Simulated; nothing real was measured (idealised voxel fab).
Proc. module: voxel gate over fins
Pictured: cross-section cut, 285 nm wide, on a grid of 5 nm square cells.
How to read a cross-section here: the picture is a grid of square cells, written as bands going from the top down, and any band can span one or more rows of cells.
Heads up on the band format: heights come first, top then bottom, in nm. After that it's the materials left to right, each with its width in nm. A single material flagged "everywhere" fills the whole band edge to edge, and "blank" means there's empty space there.
Counting heights begins at 0, where everything beneath is, in the wafer as received, one material. The lowest band has no bottom; it goes on downwards, as "from 0 down" shows.
Per-row width for "30 to 40": begins at first number (top row of band), ends at second number (bottom row), increment between rows held constant.
It should be understood that the words "remains unaltered", when stated for a given step, signify that the cross-section underwent no change in any of its cells during that step.
The entry titled "Sealed-off cavities" provides the empty spaces that have no open way to the top, restricted to those of 8 cells or more. Each is presented as width x height at distance, the distance being measured from the left edge, with all three in nm.
On each step's line, the part that comes after the settings is the simulator's own comment on the step.
overlay nm: right-of-plan distance of the mask on a masked step; negative values mean left-of-plan.
Planned process steps
- 1: op RECEIVE | material Si
- 2: op CONFORMAL_DEP | material SiN | thk nm 10
- 3: op MASKED_ETCH | tone cover | mask id FINS | width nm 15 | pitch nm 60 | etch materials SiN | depth nm 5 | overlay nm 0
- 4: op MASKED_ETCH | tone cover | mask id FINS | width nm 15 | pitch nm 60 | etch materials Si | depth nm 35 | overlay nm 0
- 5: op OXIDIZE | depth nm 5
- 6: op FILL_DEP | material SiO2 | thk nm 10
- 7: op CMP | height nm 10
- 8: op PATTERN | tone open | mask id RAIL | material resist | width nm 15 | thk nm 20 | overlay nm 0
- 9: op DIRECTIONAL_ETCH | etch materials SiO2 | depth nm 40
- 10: op STRIP | etch materials resist
- 11: op CONFORMAL_DEP | material TiN | thk nm 5
- 12: op FILL_DEP | material W | thk nm 10
- 13: op CMP | height nm 10
- 14: op SELECTIVE_ETCH | etch materials W Ru TiN | depth nm 35
- 15: op FILL_DEP | material SiO2 | thk nm 5
- 16: op CMP | height nm 10
- 17: op SELECTIVE_ETCH | etch materials SiO2 | depth nm 25
- 18: op STRIP | etch materials SiN
- 19: op CONFORMAL_DEP | material HfO2 | thk nm 5
- 20: op CONFORMAL_DEP | material TiN | thk nm 5
- 21: op CONFORMAL_DEP | material TiAl | thk nm 5
- 22: op CONFORMAL_DEP | material TiN | thk nm 5
- 23: op FILL_DEP | material W | thk nm 10
- 24: op CMP | height nm 25
- 25: op CONFORMAL_DEP | material SiCN | thk nm 10
Wafers differ in depth nm at step 3; plan lists the first wafer's value; identical starting state.
As received, i.e. after step 1: cross-section through the first of several wafers
* from 0 down  Si everywhere
* Sealed-off cavities: none
Below is a per-wafer table. In it, each row describes the wafer at the end of the module by giving, for each material, the number of cells gained (+) or lost (-) since the wafer was received, and after that the closed voids of the wafer
depth nm 5, +57 HfO2, +114 SiCN, +57 TiAl, +114 TiN, +57 W, Sealed-off cavities: none
depth nm 10, +69 HfO2, -440 Si, +114 SiCN, +272 SiO2, +69 TiAl, +141 TiN, +174 W, Sealed-off cavities: none
depth nm 15, +69 HfO2, -440 Si, +114 SiCN, +272 SiO2, +69 TiAl, +141 TiN, +174 W, Sealed-off cavities: none
depth nm 20, +69 HfO2, -440 Si, +114 SiCN, +272 SiO2, +69 TiAl, +141 TiN, +174 W, Sealed-off cavities: none
depth nm 25, +69 HfO2, -440 Si, +114 SiCN, +272 SiO2, +69 TiAl, +141 TiN, +174 W, Sealed-off cavities: none
